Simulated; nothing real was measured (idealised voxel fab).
This is a process module. Its name is voxel transistor to metal.
150 nm wide, 5 nm square cells: that's cross-section cut.
Cross-section = grid of square cells, listed top down in bands; band = one or more rows. Band: top and bottom heights (nm) first, top before bottom; then materials from left to right, widths in nm. "everywhere" marks a sole material filling the band edge to edge. "blank" denotes empty space. It should be noted that heights are counted from 0, beneath which the wafer as supplied is of one material throughout, and that the lowest band possesses no lower boundary but continues downward, as written in "0..down". Graded width ("30->40"): value in top row of band = first number; value in bottom row = second number; row-to-row change constant. Given "left unchanged" for a step, no cell of the cross-section differs between before and after that step. "Entrapped void list": sealed empty spaces, 8 cells or more, no open way to top, listed width x height at distance, with distance from the left edge and width, height and distance in nm. Note: text after step settings on the step line = simulator remark on that step. A step's line can hold "overlay nm"; with a mask on that step, the setting says how far right of the planned place the mask lay, while a negative setting says it lay to the left.

**Process steps - plan**
1 RECEIVE: material Si
2 OXIDIZE: depth nm 5
3 CONFORMAL_DEP: material SiN, thk nm 15
4 DIRECTIONAL_DEP: material aC, thk nm 15
5 PATTERN: tone cover, mask id ACTIVE, material resist, width nm 95, thk nm 30, overlay nm 0
6 DIRECTIONAL_ETCH: etch materials aC, depth nm 15
7 STRIP: etch materials resist
8 DIRECTIONAL_ETCH: etch materials SiN, depth nm 15
9 DIRECTIONAL_ETCH: etch materials SiO2, depth nm 5
10 DIRECTIONAL_ETCH: etch materials Si, depth nm 35
11 STRIP: etch materials aC
12 OXIDIZE: depth nm 5
13 FILL_DEP: material SiO2, thk nm 5
14 CMP: height nm 15
15 SELECTIVE_ETCH: etch materials SiO2, depth nm 5
16 STRIP: etch materials SiN
17 SELECTIVE_ETCH: etch materials SiO2, depth nm 5
18 OXIDIZE: depth nm 5
19 DIRECTIONAL_DEP: material polySi, thk nm 25
20 DIRECTIONAL_DEP: material SiCN, thk nm 15
21 DIRECTIONAL_DEP: material aC, thk nm 10
22 PATTERN: tone cover, mask id GATE, material resist, width nm 15, thk nm 30, overlay nm 0
23 DIRECTIONAL_ETCH: etch materials aC, depth nm 10
24 STRIP: etch materials resist
25 DIRECTIONAL_ETCH: etch materials SiCN, depth nm 25
26 DIRECTIONAL_ETCH: etch materials polySi, depth nm 35
27 STRIP: etch materials aC
28 CONFORMAL_DEP: material SiO2, thk nm 5
29 DIRECTIONAL_ETCH: etch materials SiO2, depth nm 5
30 CONFORMAL_DEP: material SiN, thk nm 10
31 DIRECTIONAL_ETCH: etch materials SiN, depth nm 10
32 DIRECTIONAL_ETCH: etch materials SiO2, depth nm 5
33 EPI: material SiGe, thk nm 5
34 FILL_DEP: material SiO2, thk nm 10
35 CMP: height nm 35
36 DIRECTIONAL_DEP: material SiO2, thk nm 15
37 MASKED_ETCH: tone open, mask id CONTACT, width nm 30, pitch nm 55, etch materials SiO2, depth nm 55, overlay nm 0
38 CONFORMAL_DEP: material TiN, thk nm 5
39 FILL_DEP: material W, thk nm 5
40 CMP: height nm 50
41 CONFORMAL_DEP: material SiN, thk nm 5
42 DIRECTIONAL_DEP: material lowk, thk nm 15
43 MASKED_ETCH: tone open, mask id METAL_1, width nm 15, pitch nm 70, etch materials lowk, depth nm 15, overlay nm 0
44 MASKED_ETCH: tone open, mask id METAL_1, width nm 15, pitch nm 70, etch materials SiN, depth nm 5, overlay nm 0
45 CONFORMAL_DEP: material TiN, thk nm 5
46 FILL_DEP: material Cu, thk nm 5
47 CMP: height nm 70
48 CONFORMAL_DEP: material SiCN, thk nm 5

**First out of two wafers; run went to plan**

**So this is the incoming wafer in cross-section - it's already been through step 1**
0..down = Si everywhere
Entrapped void list: none

**After step 2, in cross-section**
0..-5 = SiO2 everywhere
Anything lower than -5 is untouched.

**After step 3, in cross-section**
15..0 = SiN everywhere
Anything lower than 0 is untouched.

**After step 4, in cross-section**
30..15 = aC everywhere
Anything lower than 15 is untouched.

**After step 5, in cross-section**
60..30 = blank 25 | resist 95 | blank 30
Anything lower than 30 is untouched.

**After step 6, in cross-section**
45..30 = blank 25 | resist 95 | blank 30
30..15 = blank 25 | aC 95 | blank 30
Anything lower than 15 is untouched.

**After step 7, in cross-section**
30..15 = blank 25 | aC 95 | blank 30
Anything lower than 15 is untouched.

**After step 8, in cross-section**
30..15 = blank 25 | aC 95 | blank 30
15..0 = blank 25 | SiN 95 | blank 30
Anything lower than 0 is untouched.

**After step 9, in cross-section**
30..15 = blank 25 | aC 95 | blank 30
15..0 = blank 25 | SiN 95 | blank 30
0..-5 = blank 25 | SiO2 95 | blank 30
Anything lower than -5 is untouched.

**After step 10, in cross-section**
30..15 = blank 25 | aC 95 | blank 30
15..0 = blank 25 | SiN 95 | blank 30
0..-5 = blank 25 | SiO2 95 | blank 30
-5..-40 = blank 25 | Si 95 | blank 30
Anything lower than -40 is untouched.

**After step 11, in cross-section**
15..0 = blank 25 | SiN 95 | blank 30
Anything lower than 0 is untouched.

**After step 12, in cross-section**
15..0 = blank 25 | SiN 95 | blank 30
0..-5 = blank 25 | SiO2 95 | blank 30
-5..-40 = blank 25 | SiO2 5 | Si 85 | SiO2 5 | blank 30
-40..-45 = SiO2 30 | Si 85 | SiO2 35
Anything lower than -45 is untouched.

**After step 13, in cross-section**
20..15 = SiO2 everywhere
15..0 = SiO2 25 | SiN 95 | SiO2 30
0..-5 = SiO2 everywhere
-5..-45 = SiO2 30 | Si 85 | SiO2 35
Anything lower than -45 is untouched.

**After step 14, in cross-section**
15..0 = SiO2 25 | SiN 95 | SiO2 30
Anything lower than 0 is untouched.

**After step 15, in cross-section**
15..10 = blank 25 | SiN 95 | blank 30
Anything lower than 10 is untouched.

**After step 16, in cross-section**
10..0 = SiO2 25 | blank 95 | SiO2 30
Anything lower than 0 is untouched.

**After step 17, in cross-section**
5..-5 = SiO2 20 | blank 105 | SiO2 25
Anything lower than -5 is untouched.

**After step 18, in cross-section**
5..-5 = SiO2 20 | blank 105 | SiO2 25
-5..-10 = SiO2 everywhere
Anything lower than -10 is untouched.

**After step 19, in cross-section**
30..20 = polySi 20 | blank 105 | polySi 25
20..5 = polySi everywhere
5..-5 = SiO2 20 | polySi 105 | SiO2 25
Anything lower than -5 is untouched.

**After step 20, in cross-section**
45..35 = SiCN 20 | blank 105 | SiCN 25
35..30 = SiCN everywhere
30..20 = polySi 20 | SiCN 105 | polySi 25
Anything lower than 20 is untouched.

**After step 21, in cross-section**
55..45 = aC 20 | blank 105 | aC 25
45..35 = SiCN 20 | aC 105 | SiCN 25
Anything lower than 35 is untouched.

**After step 22, in cross-section**
85..55 = blank 65 | resist 15 | blank 70
55..45 = aC 20 | blank 45 | resist 15 | blank 45 | aC 25
Anything lower than 45 is untouched.

**After step 23, in cross-section**
75..45 = blank 65 | resist 15 | blank 70
45..35 = SiCN 20 | blank 45 | aC 15 | blank 45 | SiCN 25
Anything lower than 35 is untouched.

**After step 24, in cross-section**
45..35 = SiCN 20 | blank 45 | aC 15 | blank 45 | SiCN 25
Anything lower than 35 is untouched.

**After step 25, in cross-section**
45..35 = blank 65 | aC 15 | blank 70
35..30 = blank 65 | SiCN 15 | blank 70
30..20 = polySi 20 | blank 45 | SiCN 15 | blank 45 | polySi 25
Anything lower than 20 is untouched.

**After step 26, in cross-section**
45..35 = blank 65 | aC 15 | blank 70
35..20 = blank 65 | SiCN 15 | blank 70
20..5 = blank 65 | polySi 15 | blank 70
5..-5 = SiO2 20 | blank 45 | polySi 15 | blank 45 | SiO2 25
Anything lower than -5 is untouched.

**After step 27, in cross-section**
35..20 = blank 65 | SiCN 15 | blank 70
Anything lower than 20 is untouched.

**After step 28, in cross-section**
40..35 = blank 60 | SiO2 25 | blank 65
35..20 = blank 60 | SiO2 5 | SiCN 15 | SiO2 5 | blank 65
20..10 = blank 60 | SiO2 5 | polySi 15 | SiO2 5 | blank 65
10..0 = SiO2 25 | blank 35 | SiO2 5 | polySi 15 | SiO2 5 | blank 35 | SiO2 30
0..-5 = SiO2 65 | polySi 15 | SiO2 70
Anything lower than -5 is untouched.

**After step 29, in cross-section**
35..20 = blank 60 | SiO2 5 | SiCN 15 | SiO2 5 | blank 65
20..5 = blank 60 | SiO2 5 | polySi 15 | SiO2 5 | blank 65
5..-5 = SiO2 25 | blank 35 | SiO2 5 | polySi 15 | SiO2 5 | blank 35 | SiO2 30
Anything lower than -5 is untouched.

**After step 30, in cross-section**
45..35 = blank 50 | SiN 45 | blank 55
35..20 = blank 50 | SiN 10 | SiO2 5 | SiCN 15 | SiO2 5 | SiN 10 | blank 55
20..15 = blank 50 | SiN 10 | SiO2 5 | polySi 15 | SiO2 5 | SiN 10 | blank 55
15..5 = SiN 35 | blank 15 | SiN 10 | SiO2 5 | polySi 15 | SiO2 5 | SiN 10 | blank 15 | SiN 40
5..-5 = SiO2 25 | SiN 35 | SiO2 5 | polySi 15 | SiO2 5 | SiN 35 | SiO2 30
Anything lower than -5 is untouched.

**After step 31, in cross-section**
35..20 = blank 50 | SiN 10 | SiO2 5 | SiCN 15 | SiO2 5 | SiN 10 | blank 55
20..5 = blank 50 | SiN 10 | SiO2 5 | polySi 15 | SiO2 5 | SiN 10 | blank 55
5..-5 = SiO2 25 | SiN 10 | blank 15 | SiN 10 | SiO2 5 | polySi 15 | SiO2 5 | SiN 10 | blank 15 | SiN 10 | SiO2 30
Anything lower than -5 is untouched.

**After step 32, in cross-section**
35..30 = blank 50 | SiN 10 | blank 5 | SiCN 15 | blank 5 | SiN 10 | blank 55
30..20 = blank 50 | SiN 10 | SiO2 5 | SiCN 15 | SiO2 5 | SiN 10 | blank 55
20..5 = blank 50 | SiN 10 | SiO2 5 | polySi 15 | SiO2 5 | SiN 10 | blank 55
5..0 = blank 25 | SiN 10 | blank 15 | SiN 10 | SiO2 5 | polySi 15 | SiO2 5 | SiN 10 | blank 15 | SiN 10 | blank 30
0..-5 = SiO2 25 | SiN 10 | blank 15 | SiN 10 | SiO2 5 | polySi 15 | SiO2 5 | SiN 10 | blank 15 | SiN 10 | SiO2 30
-5..-10 = SiO2 35 | blank 15 | SiO2 45 | blank 15 | SiO2 40
Anything lower than -10 is untouched.

**After step 33, in cross-section**
35..30 = blank 50 | SiN 10 | blank 5 | SiCN 15 | blank 5 | SiN 10 | blank 55
30..20 = blank 50 | SiN 10 | SiO2 5 | SiCN 15 | SiO2 5 | SiN 10 | blank 55
20..5 = blank 50 | SiN 10 | SiO2 5 | polySi 15 | SiO2 5 | SiN 10 | blank 55
5..0 = blank 25 | SiN 10 | blank 15 | SiN 10 | SiO2 5 | polySi 15 | SiO2 5 | SiN 10 | blank 15 | SiN 10 | blank 30
0..-5 = SiO2 25 | SiN 10 | blank 15 | SiN 10 | SiO2 5 | polySi 15 | SiO2 5 | SiN 10 | blank 15 | SiN 10 | SiO2 30
-5..-10 = SiO2 35 | SiGe 15 | SiO2 45 | SiGe 15 | SiO2 40
Anything lower than -10 is untouched.

**After step 34, in cross-section**
45..35 = SiO2 everywhere
35..20 = SiO2 50 | SiN 10 | SiO2 5 | SiCN 15 | SiO2 5 | SiN 10 | SiO2 55
20..5 = SiO2 50 | SiN 10 | SiO2 5 | polySi 15 | SiO2 5 | SiN 10 | SiO2 55
5..-5 = SiO2 25 | SiN 10 | SiO2 15 | SiN 10 | SiO2 5 | polySi 15 | SiO2 5 | SiN 10 | SiO2 15 | SiN 10 | SiO2 30
Anything lower than -5 is untouched.

**After step 35, in cross-section**
35..20 = SiO2 50 | SiN 10 | SiO2 5 | SiCN 15 | SiO2 5 | SiN 10 | SiO2 55
Anything lower than 20 is untouched.

**After step 36, in cross-section**
50..35 = SiO2 everywhere
Anything lower than 35 is untouched.

**After step 37, in cross-section**
50..35 = SiO2 30 | blank 30 | SiO2 25 | blank 30 | SiO2 35
35..20 = SiO2 30 | blank 20 | SiN 10 | SiO2 5 | SiCN 15 | SiO2 5 | SiN 10 | blank 20 | SiO2 35
20..5 = SiO2 30 | blank 20 | SiN 10 | SiO2 5 | polySi 15 | SiO2 5 | SiN 10 | blank 20 | SiO2 35
5..-5 = SiO2 25 | SiN 10 | blank 15 | SiN 10 | SiO2 5 | polySi 15 | SiO2 5 | SiN 10 | blank 15 | SiN 10 | SiO2 30
Anything lower than -5 is untouched.

**After step 38, in cross-section**
55..50 = TiN 35 | blank 20 | TiN 35 | blank 20 | TiN 40
50..40 = SiO2 30 | TiN 5 | blank 20 | TiN 5 | SiO2 25 | TiN 5 | blank 20 | TiN 5 | SiO2 35
40..35 = SiO2 30 | TiN 5 | blank 10 | TiN 15 | SiO2 25 | TiN 15 | blank 10 | TiN 5 | SiO2 35
35..20 = SiO2 30 | TiN 5 | blank 10 | TiN 5 | SiN 10 | SiO2 5 | SiCN 15 | SiO2 5 | SiN 10 | TiN 5 | blank 10 | TiN 5 | SiO2 35
20..10 = SiO2 30 | TiN 5 | blank 10 | TiN 5 | SiN 10 | SiO2 5 | polySi 15 | SiO2 5 | SiN 10 | TiN 5 | blank 10 | TiN 5 | SiO2 35
10..5 = SiO2 30 | TiN 10 | blank 5 | TiN 5 | SiN 10 | SiO2 5 | polySi 15 | SiO2 5 | SiN 10 | TiN 5 | blank 5 | TiN 10 | SiO2 35
5..0 = SiO2 25 | SiN 10 | TiN 5 | blank 5 | TiN 5 | SiN 10 | SiO2 5 | polySi 15 | SiO2 5 | SiN 10 | TiN 5 | blank 5 | TiN 5 | SiN 10 | SiO2 30
0..-5 = SiO2 25 | SiN 10 | TiN 15 | SiN 10 | SiO2 5 | polySi 15 | SiO2 5 | SiN 10 | TiN 15 | SiN 10 | SiO2 30
Anything lower than -5 is untouched.

**After step 39, in cross-section**
60..55 = W everywhere
55..50 = TiN 35 | W 20 | TiN 35 | W 20 | TiN 40
50..40 = SiO2 30 | TiN 5 | W 20 | TiN 5 | SiO2 25 | TiN 5 | W 20 | TiN 5 | SiO2 35
40..35 = SiO2 30 | TiN 5 | W 10 | TiN 15 | SiO2 25 | TiN 15 | W 10 | TiN 5 | SiO2 35
35..20 = SiO2 30 | TiN 5 | W 10 | TiN 5 | SiN 10 | SiO2 5 | SiCN 15 | SiO2 5 | SiN 10 | TiN 5 | W 10 | TiN 5 | SiO2 35
20..10 = SiO2 30 | TiN 5 | W 10 | TiN 5 | SiN 10 | SiO2 5 | polySi 15 | SiO2 5 | SiN 10 | TiN 5 | W 10 | TiN 5 | SiO2 35
10..5 = SiO2 30 | TiN 10 | W 5 | TiN 5 | SiN 10 | SiO2 5 | polySi 15 | SiO2 5 | SiN 10 | TiN 5 | W 5 | TiN 10 | SiO2 35
5..0 = SiO2 25 | SiN 10 | TiN 5 | W 5 | TiN 5 | SiN 10 | SiO2 5 | polySi 15 | SiO2 5 | SiN 10 | TiN 5 | W 5 | TiN 5 | SiN 10 | SiO2 30
Anything lower than 0 is untouched.

**After step 40, in cross-section**
50..40 = SiO2 30 | TiN 5 | W 20 | TiN 5 | SiO2 25 | TiN 5 | W 20 | TiN 5 | SiO2 35
Anything lower than 40 is untouched.

**After step 41, in cross-section**
55..50 = SiN everywhere
Anything lower than 50 is untouched.

**After step 42, in cross-section**
70..55 = lowk everywhere
Anything lower than 55 is untouched.

**After step 43, in cross-section**
70..55 = lowk 30 | blank 15 | lowk 55 | blank 15 | lowk 35
Anything lower than 55 is untouched.

**After step 44, in cross-section**
70..55 = lowk 30 | blank 15 | lowk 55 | blank 15 | lowk 35
55..50 = SiN 30 | blank 15 | SiN 55 | blank 15 | SiN 35
Anything lower than 50 is untouched.

**After step 45, in cross-section**
75..70 = TiN 35 | blank 5 | TiN 65 | blank 5 | TiN 40
70..55 = lowk 30 | TiN 5 | blank 5 | TiN 5 | lowk 55 | TiN 5 | blank 5 | TiN 5 | lowk 35
55..50 = SiN 30 | TiN 15 | SiN 55 | TiN 15 | SiN 35
Anything lower than 50 is untouched.

**After step 46, in cross-section**
80..75 = Cu everywhere
75..70 = TiN 35 | Cu 5 | TiN 65 | Cu 5 | TiN 40
70..55 = lowk 30 | TiN 5 | Cu 5 | TiN 5 | lowk 55 | TiN 5 | Cu 5 | TiN 5 | lowk 35
Anything lower than 55 is untouched.

**After step 47, in cross-section**
70..55 = lowk 30 | TiN 5 | Cu 5 | TiN 5 | lowk 55 | TiN 5 | Cu 5 | TiN 5 | lowk 35
Anything lower than 55 is untouched.

**After step 48, in cross-section**
75..70 = SiCN everywhere
Anything lower than 70 is untouched.

**Second wafer, same starting state and plan as the first, one mistake in the run, identical through step 21**

**Second wafer profile in section, at the moment step 22 of the plan was meant to be complete**
85..55 = resist 65 | blank 15 | resist 70
55..45 = aC 20 | resist 45 | blank 15 | resist 45 | aC 25
Anything lower than 45 is untouched.

**Second wafer profile in section, at the moment step 23 of the plan was meant to be complete**
75..55 = resist 65 | blank 15 | resist 70
55..45 = aC 20 | resist 45 | blank 15 | resist 45 | aC 25
45..35 = SiCN 20 | aC 45 | blank 15 | aC 45 | SiCN 25
Anything lower than 35 is untouched.

**Second wafer profile in section, at the moment step 24 of the plan was meant to be complete**
55..45 = aC 20 | blank 105 | aC 25
Anything lower than 45 is untouched.

**Second wafer profile in section, at the moment step 25 of the plan was meant to be complete**
55..45 = aC 20 | blank 105 | aC 25
45..35 = SiCN 20 | aC 45 | blank 15 | aC 45 | SiCN 25
35..30 = SiCN 65 | blank 15 | SiCN 70
30..20 = polySi 20 | SiCN 45 | blank 15 | SiCN 45 | polySi 25
Anything lower than 20 is untouched.

**Second wafer profile in section, at the moment step 26 of the plan was meant to be complete**
55..45 = aC 20 | blank 105 | aC 25
45..35 = SiCN 20 | aC 45 | blank 15 | aC 45 | SiCN 25
35..30 = SiCN 65 | blank 15 | SiCN 70
30..20 = polySi 20 | SiCN 45 | blank 15 | SiCN 45 | polySi 25
20..5 = polySi 65 | blank 15 | polySi 70
5..-5 = SiO2 20 | polySi 45 | blank 15 | polySi 45 | SiO2 25
Anything lower than -5 is untouched.

**Second wafer profile in section, at the moment step 27 of the plan was meant to be complete**
45..35 = SiCN 20 | blank 105 | SiCN 25
Anything lower than 35 is untouched.

**Second wafer profile in section, at the moment step 28 of the plan was meant to be complete**
50..45 = SiO2 25 | blank 95 | SiO2 30
45..35 = SiCN 20 | SiO2 5->50 | blank 95->5 | SiO2 5->50 | SiCN 25
35..30 = SiCN 65 | SiO2 5 | blank 5 | SiO2 5 | SiCN 70
30..20 = polySi 20 | SiCN 45 | SiO2 5 | blank 5 | SiO2 5 | SiCN 45 | polySi 25
20..5 = polySi 65 | SiO2 5 | blank 5 | SiO2 5 | polySi 70
5..0 = SiO2 20 | polySi 45 | SiO2 5 | blank 5 | SiO2 5 | polySi 45 | SiO2 25
0..-5 = SiO2 20 | polySi 45 | SiO2 15 | polySi 45 | SiO2 25
Anything lower than -5 is untouched.

**Second wafer profile in section, at the moment step 29 of the plan was meant to be complete**
45..35 = SiCN 20 | SiO2 5 | blank 95 | SiO2 5 | SiCN 25
35..30 = SiCN 65 | SiO2 5 | blank 5 | SiO2 5 | SiCN 70
30..20 = polySi 20 | SiCN 45 | SiO2 5 | blank 5 | SiO2 5 | SiCN 45 | polySi 25
20..5 = polySi 65 | SiO2 5 | blank 5 | SiO2 5 | polySi 70
5..-5 = SiO2 20 | polySi 45 | SiO2 5 | blank 5 | SiO2 5 | polySi 45 | SiO2 25
Anything lower than -5 is untouched.

**Second wafer profile in section, at the moment step 30 of the plan was meant to be complete**
55..45 = SiN 35 | blank 75 | SiN 40
45..35 = SiCN 20 | SiO2 5 | SiN 95 | SiO2 5 | SiCN 25
35..30 = SiCN 65 | SiO2 5 | SiN 5 | SiO2 5 | SiCN 70
30..20 = polySi 20 | SiCN 45 | SiO2 5 | SiN 5 | SiO2 5 | SiCN 45 | polySi 25
20..5 = polySi 65 | SiO2 5 | SiN 5 | SiO2 5 | polySi 70
5..-5 = SiO2 20 | polySi 45 | SiO2 5 | SiN 5 | SiO2 5 | polySi 45 | SiO2 25
Anything lower than -5 is untouched.

**Second wafer profile in section, at the moment step 31 of the plan was meant to be complete**
45..35 = SiCN 20 | SiO2 5 | SiN 10 | blank 75 | SiN 10 | SiO2 5 | SiCN 25
Anything lower than 35 is untouched.

**Second wafer profile in section, at the moment step 32 of the plan was meant to be complete**
45..40 = SiCN 20 | blank 5 | SiN 10 | blank 75 | SiN 10 | blank 5 | SiCN 25
40..35 = SiCN 20 | SiO2 5 | SiN 10 | blank 75 | SiN 10 | SiO2 5 | SiCN 25
35..30 = SiCN 65 | blank 5 | SiN 5 | blank 5 | SiCN 70
Anything lower than 30 is untouched.

Second wafer profile in section, at the moment step 33 of the plan was meant to be complete: left unchanged

**Second wafer profile in section, at the moment step 34 of the plan was meant to be complete**
55..45 = SiO2 everywhere
45..35 = SiCN 20 | SiO2 5 | SiN 10 | SiO2 75 | SiN 10 | SiO2 5 | SiCN 25
35..30 = SiCN 65 | SiO2 5 | SiN 5 | SiO2 5 | SiCN 70
Anything lower than 30 is untouched.

**Second wafer profile in section, at the moment step 35 of the plan was meant to be complete**
35..30 = SiCN 65 | SiO2 5 | SiN 5 | SiO2 5 | SiCN 70
Anything lower than 30 is untouched.

**Second wafer profile in section, at the moment step 36 of the plan was meant to be complete**
50..35 = SiO2 everywhere
Anything lower than 35 is untouched.

**Second wafer profile in section, at the moment step 37 of the plan was meant to be complete**
50..35 = SiO2 30 | blank 30 | SiO2 25 | blank 30 | SiO2 35
Anything lower than 35 is untouched.

**Second wafer profile in section, at the moment step 38 of the plan was meant to be complete**
55..50 = TiN 35 | blank 20 | TiN 35 | blank 20 | TiN 40
50..40 = SiO2 30 | TiN 5 | blank 20 | TiN 5 | SiO2 25 | TiN 5 | blank 20 | TiN 5 | SiO2 35
40..35 = SiO2 30 | TiN 30 | SiO2 25 | TiN 30 | SiO2 35
Anything lower than 35 is untouched.

**Second wafer profile in section, at the moment step 39 of the plan was meant to be complete**
60..55 = W everywhere
55..50 = TiN 35 | W 20 | TiN 35 | W 20 | TiN 40
50..40 = SiO2 30 | TiN 5 | W 20 | TiN 5 | SiO2 25 | TiN 5 | W 20 | TiN 5 | SiO2 35
Anything lower than 40 is untouched.

**Second wafer profile in section, at the moment step 40 of the plan was meant to be complete**
50..40 = SiO2 30 | TiN 5 | W 20 | TiN 5 | SiO2 25 | TiN 5 | W 20 | TiN 5 | SiO2 35
Anything lower than 40 is untouched.

**Second wafer profile in section, at the moment step 41 of the plan was meant to be complete**
55..50 = SiN everywhere
Anything lower than 50 is untouched.

**Second wafer profile in section, at the moment step 42 of the plan was meant to be complete**
70..55 = lowk everywhere
Anything lower than 55 is untouched.

**Second wafer profile in section, at the moment step 43 of the plan was meant to be complete**
70..55 = lowk 30 | blank 15 | lowk 55 | blank 15 | lowk 35
Anything lower than 55 is untouched.

**Second wafer profile in section, at the moment step 44 of the plan was meant to be complete**
70..55 = lowk 30 | blank 15 | lowk 55 | blank 15 | lowk 35
55..50 = SiN 30 | blank 15 | SiN 55 | blank 15 | SiN 35
Anything lower than 50 is untouched.

**Second wafer profile in section, at the moment step 45 of the plan was meant to be complete**
75..70 = TiN 35 | blank 5 | TiN 65 | blank 5 | TiN 40
70..55 = lowk 30 | TiN 5 | blank 5 | TiN 5 | lowk 55 | TiN 5 | blank 5 | TiN 5 | lowk 35
55..50 = SiN 30 | TiN 15 | SiN 55 | TiN 15 | SiN 35
Anything lower than 50 is untouched.

**Second wafer profile in section, at the moment step 46 of the plan was meant to be complete**
80..75 = Cu everywhere
75..70 = TiN 35 | Cu 5 | TiN 65 | Cu 5 | TiN 40
70..55 = lowk 30 | TiN 5 | Cu 5 | TiN 5 | lowk 55 | TiN 5 | Cu 5 | TiN 5 | lowk 35
Anything lower than 55 is untouched.

**Second wafer profile in section, at the moment step 47 of the plan was meant to be complete**
70..55 = lowk 30 | TiN 5 | Cu 5 | TiN 5 | lowk 55 | TiN 5 | Cu 5 | TiN 5 | lowk 35
Anything lower than 55 is untouched.

**Second wafer profile in section, at the moment step 48 of the plan was meant to be complete**
75..70 = SiCN everywhere
Anything lower than 70 is untouched.
Here's what went sideways: step 22 deviated from plan and actually ran as PATTERN: tone open, mask id GATE, material resist, width nm 15, thk nm 30, overlay nm 0
Once processing is complete, comparing cell counts shows that the second wafer has more or fewer of certain materials than the first: SiCN +54 | SiGe -6 | SiN -32 | SiO2 -76 | TiN -32 | W -28 | polySi +120
